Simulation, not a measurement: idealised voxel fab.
Module name: voxel trench capacitor (process module)
The figure presents cross-section cut, which has a width of 245 nm and is divided into square cells with an edge length of 5 nm.
A cross-section in this document is a grid of square cells, and it is written down as bands, the top band listed before the ones below it; a band is made up of one or more rows of cells.
Band: top height; bottom height; in nm. Then, left to right: material with width in nm, for each material. "everywhere": a single material spanning edge to edge. "blank": empty space.
Convention: height 0 is the level below which the wafer, as received, is all one material. The lowest band does not terminate at the bottom but continues downward, represented as "top 0, no bottom".
Note: "30 to 40" means the width goes from the first number (top row of the band) to the second number (bottom row) in equal steps per row of cells.
"nothing changed" for a step: no cell of the cross-section changed in that step.
"Closed void listing": empty spaces of 8 cells or more with no open way to the top, each given as width x height at distance, distance from the left edge, all in nm.
What comes after the settings on a step's line is commentary from the simulator itself on that step.
The "overlay nm" setting may appear on a step's line; for a step that uses a mask, it gives how far to the right of its planned position the mask lay, and a negative value indicates the left.
### The planned process steps are enumerated hereunder
1. RECEIVE, material Si
2. CONFORMAL_DEP, material SiN, thk nm 10
3. PATTERN, tone open, mask id TRENCH, material resist, width nm 25, pitch nm 55, thk nm 20, overlay nm 0
4. DIRECTIONAL_ETCH, etch materials SiN, depth nm 10
5. DIRECTIONAL_ETCH, etch materials Si, depth nm 25
6. STRIP, etch materials resist
7. CONFORMAL_DEP, material Al2O3, thk nm 5
8. CONFORMAL_DEP, material TiN, thk nm 5
9. FILL_DEP, material W, thk nm 10
10. CMP, height nm 10
### Here's what the wafer looked like in cross-section when it arrived - that's after step 1
* top 0, no bottom = Si everywhere
* Closed void listing: none
### Result of the module, cross-sectioned: start per above, plan per above, one error in how it was run
* top 10, bottom 0 = SiN (60) / Al2O3 (5) / TiN (5) / W (5) / TiN (5) / Al2O3 (5) / SiN (30) / Al2O3 (5) / TiN (5) / W (5) / TiN (5) / Al2O3 (5) / SiN (30) / Al2O3 (5) / TiN (5) / W (5) / TiN (5) / Al2O3 (5) / SiN (50)
* top 0, bottom -15 = Si (60) / Al2O3 (5) / TiN (5) / W (5) / TiN (5) / Al2O3 (5) / Si (30) / Al2O3 (5) / TiN (5) / W (5) / TiN (5) / Al2O3 (5) / Si (30) / Al2O3 (5) / TiN (5) / W (5) / TiN (5) / Al2O3 (5) / Si (50)
* top -15, bottom -20 = Si (60) / Al2O3 (5) / TiN (15) / Al2O3 (5) / Si (30) / Al2O3 (5) / TiN (15) / Al2O3 (5) / Si (30) / Al2O3 (5) / TiN (15) / Al2O3 (5) / Si (50)
* top -20, bottom -25 = Si (60) / Al2O3 (25) / Si (30) / Al2O3 (25) / Si (30) / Al2O3 (25) / Si (50)
* top -25, no bottom = Si everywhere
* Closed void listing: none
In executing the process, a mistake was made relative to the plan: step 3 was processed under conditions differing from the plan, specifically as PATTERN, tone open, mask id TRENCH, material resist, width nm 25, pitch nm 55, thk nm 20, overlay nm 5
